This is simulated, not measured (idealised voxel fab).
process module | voxel fin reveal
cross-section cut | 155 nm wide | cells 5 nm
A cross-section is a grid of square cells, given in bands from the top down. A band is one or more rows of cells.
Each band's line starts with the height of the band's top and of its bottom, in nm. Then come its materials from left to right, each with its width in nm. One material with "throughout" fills the band from edge to edge. "air" is empty space.
Height 0 is the level under which the wafer as received is all one material. The lowest band goes on downwards, as in "0 down".
A width such as "30 to 40" changes by the same amount from each row of cells to the next, from the band's top row to its bottom row.
"no change" after a step means that no cell of the cross-section changed.
closed voids: empty space of 8 cells or more with no open way to the top, each as width x height at its distance from the left edge, in nm
after a step's settings: what the simulator itself notes on the step
overlay nm, on a step with a mask: how far to the right of its planned place the mask lay; to the left if negative
plan
1 op RECEIVE | material Si
2 op CONFORMAL_DEP | material SiN | thk nm 5
3 op MASKED_ETCH | tone cover | mask id FINS | width nm 15 | pitch nm 40 | etch materials SiN | depth nm 5 | overlay nm 0
4 op MASKED_ETCH | tone cover | mask id FINS | width nm 15 | pitch nm 40 | etch materials Si | depth nm 35 | overlay nm 0
5 op OXIDIZE | depth nm 5
6 op FILL_DEP | material SiO2 | thk nm 10
7 op CMP | height nm 5
8 op SELECTIVE_ETCH | etch materials SiO2 | depth nm 30
9 op STRIP | etch materials SiN
as received, after step 1
  0 down: Si throughout
  closed voids: none
a wafer at the end: this start, this plan, one mistake
  0 to -5: air 25 | Si 5 | air 35 | Si 5 | air 35 | Si 5 | air 45
  -5 to -25: air 25 | Si 15 | air 25 | Si 15 | air 25 | Si 15 | air 35
  -25 to -40: SiO2 25 | Si 15 | SiO2 25 | Si 15 | SiO2 25 | Si 15 | SiO2 35
  -40 down: Si throughout
  closed voids: none
what went wrong: step 3 ran as: op MASKED_ETCH | tone cover | mask id FINS | width nm 15 | pitch nm 40 | etch materials SiN | depth nm 5 | overlay nm -10
